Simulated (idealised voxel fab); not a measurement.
process module | voxel wiring stack
cross-section cut | 170 nm wide | cells 5 nm
A cross-section is a grid of square cells, given in bands from the top down. A band is one or more rows of cells.
Each band's line starts with the height of the band's top and of its bottom, in nm. Then come its materials from left to right, each with its width in nm. One material with "throughout" fills the band from edge to edge. "air" is empty space.
Height 0 is the level under which the wafer as received is all one material. The lowest band goes on downwards, as in "0 down".
A width such as "30 to 40" changes by the same amount from each row of cells to the next, from the band's top row to its bottom row.
"no change" after a step means that no cell of the cross-section changed.
closed voids: empty space of 8 cells or more with no open way to the top, each as width x height at its distance from the left edge, in nm
after a step's settings: what the simulator itself notes on the step
overlay nm, on a step with a mask: how far to the right of its planned place the mask lay; to the left if negative
plan
1 op RECEIVE | material Si
2 op CONFORMAL_DEP | material SiO2 | thk nm 10
3 op DIRECTIONAL_DEP | material TiN | thk nm 5
4 op DIRECTIONAL_DEP | material W | thk nm 25
5 op PATTERN | tone cover | mask id METAL_1 | material resist | width nm 30 | pitch nm 55 | thk nm 20 | overlay nm 0
6 op DIRECTIONAL_ETCH | etch materials W | depth nm 25
7 op DIRECTIONAL_ETCH | etch materials TiN | depth nm 5
8 op STRIP | etch materials resist
9 op FILL_DEP | material lowk | thk nm 5
10 op CMP | height nm 40
11 op CONFORMAL_DEP | material SiCN | thk nm 5
12 op DIRECTIONAL_DEP | material lowk | thk nm 20
13 op DIRECTIONAL_DEP | material aC | thk nm 10
14 op PATTERN | tone open | mask id PLUG_1 | material resist | width nm 15 | pitch nm 55 | thk nm 25 | overlay nm 0
15 op DIRECTIONAL_ETCH | etch materials aC | depth nm 10
16 op STRIP | etch materials resist
17 op DIRECTIONAL_ETCH | etch materials lowk | depth nm 20
18 op DIRECTIONAL_ETCH | etch materials SiCN | depth nm 5
19 op STRIP | etch materials aC
20 op CONFORMAL_DEP | material TiN | thk nm 5
21 op FILL_DEP | material Cu | thk nm 10
22 op CMP | height nm 65
23 op CONFORMAL_DEP | material SiN | thk nm 5
24 op DIRECTIONAL_DEP | material SiO2 | thk nm 15
25 op MASKED_ETCH | tone open | mask id METAL_2 | width nm 30 | pitch nm 55 | etch materials SiO2 | depth nm 15 | overlay nm 0
26 op MASKED_ETCH | tone open | mask id METAL_2 | width nm 30 | pitch nm 55 | etch materials SiN | depth nm 5 | overlay nm 0
27 op CONFORMAL_DEP | material TiN | thk nm 5
28 op FILL_DEP | material Cu | thk nm 10
29 op CMP | height nm 85
30 op CONFORMAL_DEP | material SiCN | thk nm 5
varied across the wafers: overlay nm of step 14. The plan shows the first wafer's value. All wafers start alike
first wafer as received, after step 1
  0 down: Si throughout
  closed voids: none
first wafer at the end, after step 30
  90 to 85: SiCN throughout
  85 to 70: SiO2 15 | TiN 5 | Cu 20 | TiN 5 | SiO2 25 | TiN 5 | Cu 20 | TiN 5 | SiO2 25 | TiN 5 | Cu 20 | TiN 5 | SiO2 15
  70 to 65: SiN 15 | TiN 30 | SiN 25 | TiN 30 | SiN 25 | TiN 30 | SiN 15
  65 to 45: lowk 15 | TiN 5 | Cu 5 | TiN 5 | lowk 40 | TiN 5 | Cu 5 | TiN 5 | lowk 40 | TiN 5 | Cu 5 | TiN 5 | lowk 30
  45 to 40: SiCN 15 | TiN 15 | SiCN 40 | TiN 15 | SiCN 40 | TiN 15 | SiCN 30
  40 to 15: lowk 15 | W 30 | lowk 25 | W 30 | lowk 25 | W 30 | lowk 15
  15 to 10: lowk 15 | TiN 30 | lowk 25 | TiN 30 | lowk 25 | TiN 30 | lowk 15
  10 to 0: SiO2 throughout
  0 down: Si throughout
  closed voids: none
last wafer at the end
  90 to 85: SiCN throughout
  85 to 70: SiO2 15 | TiN 5 | Cu 20 | TiN 5 | SiO2 25 | TiN 5 | Cu 20 | TiN 5 | SiO2 25 | TiN 5 | Cu 20 | TiN 5 | SiO2 15
  70 to 65: SiN 15 | TiN 30 | SiN 25 | TiN 30 | SiN 25 | TiN 30 | SiN 15
  65 to 45: lowk 30 | TiN 5 | Cu 5 | TiN 5 | lowk 40 | TiN 5 | Cu 5 | TiN 5 | lowk 40 | TiN 5 | Cu 5 | TiN 5 | lowk 15
  45 to 40: SiCN 30 | TiN 15 | SiCN 40 | TiN 15 | SiCN 40 | TiN 15 | SiCN 15
  40 to 15: lowk 15 | W 30 | lowk 25 | W 30 | lowk 25 | W 30 | lowk 15
  15 to 10: lowk 15 | TiN 30 | lowk 25 | TiN 30 | lowk 25 | TiN 30 | lowk 15
  10 to 0: SiO2 throughout
  0 down: Si throughout
  closed voids: none
each wafer at the end: cells of each material gained (+) or lost (-) since it was received, then its closed voids
overlay nm 0 | +48 Cu | +59 SiCN | +16 SiN | +116 SiO2 | +87 TiN | +90 W | +196 lowk | closed voids: none
overlay nm 5 | +48 Cu | +59 SiCN | +16 SiN | +116 SiO2 | +87 TiN | +90 W | +196 lowk | closed voids: none
overlay nm 10 | +48 Cu | +59 SiCN | +16 SiN | +116 SiO2 | +87 TiN | +90 W | +196 lowk | closed voids: none
overlay nm 15 | +48 Cu | +59 SiCN | +16 SiN | +116 SiO2 | +87 TiN | +90 W | +196 lowk | closed voids: none
